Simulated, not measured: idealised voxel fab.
process module | voxel wiring stack
cross-section cut | 185 nm wide | cells 5 nm
A cross-section is a grid of square cells, given in bands from the top down. A band is one or more rows of cells.
Each band's line starts with the height of the band's top and of its bottom, in nm. Then come its materials from left to right, each with its width in nm. One material with "throughout" fills the band from edge to edge. "air" is empty space.
Height 0 is the level under which the wafer as received is all one material. The lowest band goes on downwards, as in "0 down".
A width such as "30 to 40" changes by the same amount from each row of cells to the next, from the band's top row to its bottom row.
"no change" after a step means that no cell of the cross-section changed.
closed voids: empty space of 8 cells or more with no open way to the top, each as width x height at its distance from the left edge, in nm
after a step's settings: what the simulator itself notes on the step
overlay nm, on a step with a mask: how far to the right of its planned place the mask lay; to the left if negative
plan
1 op RECEIVE | material Si
2 op CONFORMAL_DEP | material SiO2 | thk nm 15
3 op CONFORMAL_DEP | material SiN | thk nm 5
4 op DIRECTIONAL_DEP | material lowk | thk nm 20
5 op PATTERN | tone open | mask id METAL_1 | material resist | width nm 20 | pitch nm 45 | thk nm 20 | overlay nm 0
6 op DIRECTIONAL_ETCH | etch materials lowk | depth nm 20
7 op DIRECTIONAL_ETCH | etch materials SiN | depth nm 5
8 op STRIP | etch materials resist
9 op CONFORMAL_DEP | material TiN | thk nm 5
10 op FILL_DEP | material Cu | thk nm 10
11 op CMP | height nm 40
12 op EPI | material Ru | thk nm 5
13 op FILL_DEP | material SiCN | thk nm 5
14 op DIRECTIONAL_DEP | material lowk | thk nm 20
15 op MASKED_ETCH | tone open | mask id PLUG_1 | width nm 15 | pitch nm 90 | etch materials lowk | depth nm 20 | overlay nm 0
16 op MASKED_ETCH | tone open | mask id PLUG_1 | width nm 15 | pitch nm 90 | etch materials SiCN | depth nm 5 | overlay nm 0
17 op CONFORMAL_DEP | material TiN | thk nm 5
18 op FILL_DEP | material W | thk nm 5
19 op CMP | height nm 70
20 op DIRECTIONAL_DEP | material TiN | thk nm 5
21 op DIRECTIONAL_DEP | material Ru | thk nm 25
22 op DIRECTIONAL_DEP | material aC | thk nm 10
23 op PATTERN | tone cover | mask id METAL_2 | material resist | width nm 20 | pitch nm 45 | thk nm 30 | overlay nm 0
24 op DIRECTIONAL_ETCH | etch materials aC | depth nm 10
25 op STRIP | etch materials resist
26 op DIRECTIONAL_ETCH | etch materials Ru | depth nm 25
27 op DIRECTIONAL_ETCH | etch materials TiN | depth nm 5
28 op STRIP | etch materials aC
29 op FILL_DEP | material SiO2 | thk nm 10
30 op CMP | height nm 100
31 op CONFORMAL_DEP | material SiCN | thk nm 5
as received, after step 1
  0 down: Si throughout
  closed voids: none
first wafer at the end, as planned
  105 to 100: SiCN throughout
  100 to 75: SiO2 35 | Ru 20 | SiO2 25 | Ru 20 | SiO2 25 | Ru 20 | SiO2 40
  75 to 70: SiO2 35 | TiN 20 | SiO2 25 | TiN 20 | SiO2 25 | TiN 20 | SiO2 40
  70 to 50: lowk 35 | TiN 5 | W 5 | TiN 5 | lowk 75 | TiN 5 | W 5 | TiN 5 | lowk 45
  50 to 45: SiCN 35 | TiN 15 | SiCN 75 | TiN 15 | SiCN 45
  45 to 40: SiCN 30 | Ru 30 | SiCN 15 | Ru 30 | SiCN 15 | Ru 30 | SiCN 35
  40 to 20: lowk 35 | TiN 5 | Cu 10 | TiN 5 | lowk 25 | TiN 5 | Cu 10 | TiN 5 | lowk 25 | TiN 5 | Cu 10 | TiN 5 | lowk 40
  20 to 15: SiN 35 | TiN 20 | SiN 25 | TiN 20 | SiN 25 | TiN 20 | SiN 40
  15 to 0: SiO2 throughout
  0 down: Si throughout
  closed voids: none
second wafer at the end: like start, like plan, one mistake
  105 to 100: SiCN throughout
  100 to 75: SiO2 35 | Ru 20 | SiO2 25 | Ru 20 | SiO2 25 | Ru 20 | SiO2 40
  75 to 70: SiO2 35 | TiN 20 | SiO2 25 | TiN 20 | SiO2 25 | TiN 20 | SiO2 40
  70 to 50: lowk 35 | TiN 5 | W 5 | TiN 5 | lowk 75 | TiN 5 | W 5 | TiN 5 | lowk 45
  50 to 45: SiCN 35 | TiN 15 | SiCN 75 | TiN 15 | SiCN 45
  45 to 40: SiCN 30 | Ru 30 | SiCN 15 | Ru 30 | SiCN 15 | Ru 30 | SiCN 35
  40 to 35: SiN 35 | TiN 20 | SiN 25 | TiN 20 | SiN 25 | TiN 20 | SiN 40
  35 to 15: lowk throughout
  15 to 0: SiO2 throughout
  0 down: Si throughout
  closed voids: none
what went wrong: steps 3 and 4 were swapped
at the end the second wafer has, in cells: 24 fewer of Cu | 24 fewer of TiN | 48 more of lowk
